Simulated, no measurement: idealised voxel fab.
The process module that follows is named voxel double patterning.
For reference, the cross-section in this document is cut, with width 260 nm and square cells of 5 nm.
A cross-section in this document is a grid of square cells, and it is written down as bands, the top band listed before the ones below it; a band is made up of one or more rows of cells. Heights first: top, then bottom, in nm. Then materials, left to right, each with a width in nm. "all across" on a single material: fills the band edge to edge. "empty": empty space. Height datum 0, below which the as-received substrate wafer is one material. Lowest band open at the bottom, running downward: "0 nm and below". Read "30->40" as a graded width: first number on top, second number at the bottom, same change between each pair of neighbouring rows. For the purposes of this document, the phrase "same as before" attached to a step denotes that no cell within the cross-section was modified by that step. In the "Completely enclosed voids" entry, you get each enclosed empty space of 8 cells or more, one with no open way to the top, written width x height at distance, distance from the left edge, in nm. What comes after the settings on a step's line is commentary from the simulator itself on that step. On any step carrying a mask, the "overlay nm" setting, if present on the step's line, tells how far right of its planned place the mask lay; negative values point to the left.

This section lists the process steps that were planned:
1,RECEIVE, material Si
2,CONFORMAL_DEP, material SiO2, thk nm 5
3,DIRECTIONAL_DEP, material TiN, thk nm 10
4,DIRECTIONAL_DEP, material SiCN, thk nm 10
5,DIRECTIONAL_DEP, material aC, thk nm 10
6,PATTERN, tone open, mask id FIRST, material resist, width nm 15, pitch nm 50, thk nm 30, overlay nm 0
7,DIRECTIONAL_ETCH, etch materials aC, depth nm 10
8,STRIP, etch materials resist
9,DIRECTIONAL_ETCH, etch materials SiCN, depth nm 10
10,STRIP, etch materials aC
11,PATTERN, tone open, mask id SECOND, material resist, width nm 15, thk nm 15, overlay nm 0
12,DIRECTIONAL_ETCH, etch materials SiCN, depth nm 10
13,STRIP, etch materials resist
14,DIRECTIONAL_ETCH, etch materials TiN, depth nm 10
15,STRIP, etch materials SiCN

First wafer out of two, processed as planned:

Delivered wafer in cross-section: state after step 1:
  0 nm and below | Si all across
  Completely enclosed voids: none

Sectional view: wafer, after step 2:
  5 nm to 0 nm | SiO2 all across
  No changes below 0.

Sectional view: wafer, after step 3:
  15 nm to 5 nm | TiN all across
  No changes below 5.

Sectional view: wafer, after step 4:
  25 nm to 15 nm | SiCN all across
  No changes below 15.

Sectional view: wafer, after step 5:
  35 nm to 25 nm | aC all across
  No changes below 25.

Sectional view: wafer, after step 6:
  65 nm to 35 nm | resist: 95 / empty: 15 / resist: 35 / empty: 15 / resist: 100
  No changes below 35.

Sectional view: wafer, after step 7:
  55 nm to 35 nm | resist: 95 / empty: 15 / resist: 35 / empty: 15 / resist: 100
  35 nm to 25 nm | aC: 95 / empty: 15 / aC: 35 / empty: 15 / aC: 100
  No changes below 25.

Sectional view: wafer, after step 8:
  35 nm to 25 nm | aC: 95 / empty: 15 / aC: 35 / empty: 15 / aC: 100
  No changes below 25.

Sectional view: wafer, after step 9:
  35 nm to 25 nm | aC: 95 / empty: 15 / aC: 35 / empty: 15 / aC: 100
  25 nm to 15 nm | SiCN: 95 / empty: 15 / SiCN: 35 / empty: 15 / SiCN: 100
  No changes below 15.

Sectional view: wafer, after step 10:
  25 nm to 15 nm | SiCN: 95 / empty: 15 / SiCN: 35 / empty: 15 / SiCN: 100
  No changes below 15.

Sectional view: wafer, after step 11:
  40 nm to 25 nm | resist: 120 / empty: 15 / resist: 125
  25 nm to 15 nm | SiCN: 95 / resist: 15 / SiCN: 35 / resist: 15 / SiCN: 100
  No changes below 15.

Sectional view: wafer, after step 12:
  40 nm to 25 nm | resist: 120 / empty: 15 / resist: 125
  25 nm to 15 nm | SiCN: 95 / resist: 15 / SiCN: 10 / empty: 15 / SiCN: 10 / resist: 15 / SiCN: 100
  No changes below 15.

Sectional view: wafer, after step 13:
  25 nm to 15 nm | SiCN: 95 / empty: 15 / SiCN: 10 / empty: 15 / SiCN: 10 / empty: 15 / SiCN: 100
  No changes below 15.

Sectional view: wafer, after step 14:
  25 nm to 15 nm | SiCN: 95 / empty: 15 / SiCN: 10 / empty: 15 / SiCN: 10 / empty: 15 / SiCN: 100
  15 nm to 5 nm | TiN: 95 / empty: 15 / TiN: 10 / empty: 15 / TiN: 10 / empty: 15 / TiN: 100
  No changes below 5.

Sectional view: wafer, after step 15:
  15 nm to 5 nm | TiN: 95 / empty: 15 / TiN: 10 / empty: 15 / TiN: 10 / empty: 15 / TiN: 100
  No changes below 5.

Second Wafer (Identical Start and Plan, One Processing Error; Matches First Wafer Through Step 5):

When step 6 should have ended:
  65 nm to 35 nm | resist: 105 / empty: 15 / resist: 35 / empty: 15 / resist: 90
  No changes below 35.

When step 7 should have ended:
  55 nm to 35 nm | resist: 105 / empty: 15 / resist: 35 / empty: 15 / resist: 90
  35 nm to 25 nm | aC: 105 / empty: 15 / aC: 35 / empty: 15 / aC: 90
  No changes below 25.

When step 8 should have ended:
  35 nm to 25 nm | aC: 105 / empty: 15 / aC: 35 / empty: 15 / aC: 90
  No changes below 25.

When step 9 should have ended:
  35 nm to 25 nm | aC: 105 / empty: 15 / aC: 35 / empty: 15 / aC: 90
  25 nm to 15 nm | SiCN: 105 / empty: 15 / SiCN: 35 / empty: 15 / SiCN: 90
  No changes below 15.

When step 10 should have ended:
  25 nm to 15 nm | SiCN: 105 / empty: 15 / SiCN: 35 / empty: 15 / SiCN: 90
  No changes below 15.

When step 11 should have ended:
  40 nm to 25 nm | resist: 120 / empty: 15 / resist: 125
  25 nm to 15 nm | SiCN: 105 / resist: 15 / SiCN: 35 / resist: 15 / SiCN: 90
  No changes below 15.

When step 12 should have ended:
  40 nm to 25 nm | resist: 120 / empty: 15 / resist: 125
  25 nm to 15 nm | SiCN: 105 / resist: 15 / empty: 15 / SiCN: 20 / resist: 15 / SiCN: 90
  No changes below 15.

When step 13 should have ended:
  25 nm to 15 nm | SiCN: 105 / empty: 30 / SiCN: 20 / empty: 15 / SiCN: 90
  No changes below 15.

When step 14 should have ended:
  25 nm to 15 nm | SiCN: 105 / empty: 30 / SiCN: 20 / empty: 15 / SiCN: 90
  15 nm to 5 nm | TiN: 105 / empty: 30 / TiN: 20 / empty: 15 / TiN: 90
  No changes below 5.

When step 15 should have ended:
  15 nm to 5 nm | TiN: 105 / empty: 30 / TiN: 20 / empty: 15 / TiN: 90
  No changes below 5.
It is concluded that the wafer was processed incorrectly with respect to the plan, in that off-plan run, step 6, actual operation and settings PATTERN, tone open, mask id FIRST, material resist, width nm 15, pitch nm 50, thk nm 30, overlay nm 10
Final wafers compared: equal cell tally per material, rearranged layout.
